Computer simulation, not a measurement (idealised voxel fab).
Process module name: voxel wiring stack
For reference, the cross-section in this document is cut, with width 190 nm and square cells of 5 nm.
In this document a cross-section is written as a grid of square cells. It is given as a series of bands, listed from the top down, and a band is one or more rows of cells.
Band: top height; bottom height; in nm. Then, left to right: material with width in nm, for each material. "everywhere": a single material spanning edge to edge. "air": empty space.
The level at which height equals 0 is the one under which the wafer, as it arrives, is entirely one material. No lower edge exists for the bottom band, which continues downward and is notated as in "0..down".
Quick explanation for "30->40": the width changes in equal steps down the rows of cells, from the first number in the band's top row to the second number in its bottom row.
"remained unchanged" (step): cross-section cells unchanged, all of them.
For the entry "Internal closed voids", the listed items are empty spaces with no open way to the top whose size is 8 cells or more; each item follows the pattern width x height at distance, where distance is from the left edge and all three are in nm.
That trailing text on a step's line, after the settings, is the simulator's own remark on the step.
Among the settings permitted on a step's line is "overlay nm"; applied to a step with a mask, it specifies the extent to which the mask lay to the right of its planned position, whereas a negative figure signifies a position to the left.

[Planned step list for the process]
1 RECEIVE | material Si
2 CONFORMAL_DEP | material SiO2 | thk nm 15
3 CONFORMAL_DEP | material SiCN | thk nm 5
4 DIRECTIONAL_DEP | material lowk | thk nm 15
5 DIRECTIONAL_DEP | material aC | thk nm 15
6 PATTERN | tone open | mask id METAL_1 | material resist | width nm 20 | pitch nm 35 | thk nm 35 | overlay nm 0
7 DIRECTIONAL_ETCH | etch materials aC | depth nm 15
8 STRIP | etch materials resist
9 DIRECTIONAL_ETCH | etch materials lowk | depth nm 15
10 DIRECTIONAL_ETCH | etch materials SiCN | depth nm 5
11 STRIP | etch materials aC
12 CONFORMAL_DEP | material TiN | thk nm 5
13 FILL_DEP | material W | thk nm 5
14 CMP | height nm 35
15 CONFORMAL_DEP | material SiCN | thk nm 5
16 DIRECTIONAL_DEP | material lowk | thk nm 15
17 PATTERN | tone open | mask id PLUG_1 | material resist | width nm 15 | pitch nm 35 | thk nm 15 | overlay nm 0
18 DIRECTIONAL_ETCH | etch materials lowk | depth nm 15
19 DIRECTIONAL_ETCH | etch materials SiCN | depth nm 5
20 STRIP | etch materials resist
21 EPI | material Ru | thk nm 10
22 EPI | material Ru | thk nm 10
23 DIRECTIONAL_DEP | material TiN | thk nm 5
24 DIRECTIONAL_DEP | material Ru | thk nm 15
25 MASKED_ETCH | tone cover | mask id METAL_2 | width nm 20 | pitch nm 35 | etch materials Ru | depth nm 15 | overlay nm 0
26 MASKED_ETCH | tone cover | mask id METAL_2 | width nm 20 | pitch nm 35 | etch materials TiN | depth nm 5 | overlay nm 0
27 CONFORMAL_DEP | material SiCN | thk nm 5
28 FILL_DEP | material lowk | thk nm 5
29 CMP | height nm 75
30 CONFORMAL_DEP | material SiCN | thk nm 5
31 DIRECTIONAL_DEP | material lowk | thk nm 30
32 PATTERN | tone open | mask id METAL_3_HOLES | material resist | width nm 15 | pitch nm 35 | thk nm 15 | overlay nm 0
33 DIRECTIONAL_ETCH | etch materials lowk | depth nm 30
34 STRIP | etch materials resist
35 DIRECTIONAL_DEP | material aC | thk nm 15
36 PATTERN | tone open | mask id METAL_3 | material resist | width nm 20 | pitch nm 35 | thk nm 35 | overlay nm 0
37 DIRECTIONAL_ETCH | etch materials aC | depth nm 15
38 STRIP | etch materials resist
39 DIRECTIONAL_ETCH | etch materials lowk | depth nm 15
40 DIRECTIONAL_ETCH | etch materials SiCN | depth nm 5
41 STRIP | etch materials aC
42 CONFORMAL_DEP | material TiN | thk nm 5
43 FILL_DEP | material Ru | thk nm 10
44 CMP | height nm 110
45 CONFORMAL_DEP | material SiCN | thk nm 5

[Received-state cross-section, reflecting completion of step 1]
> 0..down | Si everywhere
> Internal closed voids: none

[Cross-sectional view of the first of the two wafers upon completion of the module, processed in accordance with the plan]
> 115..110 | SiCN everywhere
> 110..100 | 65 of lowk, 5 of TiN, 10 of Ru, 5 of TiN, 15 of lowk, 5 of TiN, 10 of Ru, 5 of TiN, 70 of lowk
> 100..95 | 65 of lowk, 5 of TiN, 5 of Ru, 10 of TiN, 15 of lowk, 5 of TiN, 5 of Ru, 10 of TiN, 70 of lowk
> 95..80 | 65 of lowk, 5 of TiN, 5 of Ru, 5 of TiN, 20 of lowk, 5 of TiN, 5 of Ru, 5 of TiN, 75 of lowk
> 80..75 | 65 of SiCN, 15 of TiN, 20 of SiCN, 15 of TiN, 75 of SiCN
> 75..60 | 60 of lowk, 5 of SiCN, 20 of Ru, 5 of SiCN, 5 of lowk, 5 of SiCN, 20 of Ru, 5 of SiCN, 65 of lowk
> 60..55 | 65 of SiCN, 20 of TiN, 15 of SiCN, 20 of TiN, 70 of SiCN
> 55..40 | 65 of lowk, 15 of Ru, 20 of lowk, 15 of Ru, 75 of lowk
> 40..35 | 65 of SiCN, 15 of Ru, 20 of SiCN, 15 of Ru, 75 of SiCN
> 35..20 | 65 of lowk, 5 of TiN, 10 of W, 5 of TiN, 15 of lowk, 5 of TiN, 10 of W, 5 of TiN, 70 of lowk
> 20..15 | 65 of SiCN, 20 of TiN, 15 of SiCN, 20 of TiN, 70 of SiCN
> 15..0 | SiO2 everywhere
> 0..down | Si everywhere
> Internal closed voids: none

[Cross-section of the latter of the two wafers at module completion. It had an identical start and an identical plan to the former; in running it, one mistake was made]
> 115..110 | SiCN everywhere
> 110..100 | 65 of lowk, 5 of TiN, 10 of Ru, 5 of TiN, 15 of lowk, 5 of TiN, 10 of Ru, 5 of TiN, 70 of lowk
> 100..95 | 65 of lowk, 5 of TiN, 5 of Ru, 10 of TiN, 15 of lowk, 5 of TiN, 5 of Ru, 10 of TiN, 70 of lowk
> 95..80 | 65 of lowk, 5 of TiN, 5 of Ru, 5 of TiN, 20 of lowk, 5 of TiN, 5 of Ru, 5 of TiN, 75 of lowk
> 80..75 | 65 of SiCN, 15 of TiN, 20 of SiCN, 15 of TiN, 75 of SiCN
> 75..60 | 60 of lowk, 5 of SiCN, 20 of Ru, 5 of SiCN, 5 of lowk, 5 of SiCN, 20 of Ru, 5 of SiCN, 65 of lowk
> 60..55 | 65 of SiCN, 20 of TiN, 15 of SiCN, 20 of TiN, 70 of SiCN
> 55..40 | 65 of lowk, 15 of Ru, 20 of lowk, 15 of Ru, 75 of lowk
> 40..35 | 65 of SiCN, 15 of Ru, 20 of SiCN, 15 of Ru, 75 of SiCN
> 35..30 | 65 of SiCN, 20 of TiN, 15 of SiCN, 20 of TiN, 70 of SiCN
> 30..0 | SiO2 everywhere
> 0..down | Si everywhere
> Internal closed voids: none
Which mistake was made when the wafer was run? regarding the plan, step 2 was run twice
Wafer comparison, final, in cells, second relative to first, materials more or fewer: +114 SiO2 | -12 TiN | -12 W | -90 lowk
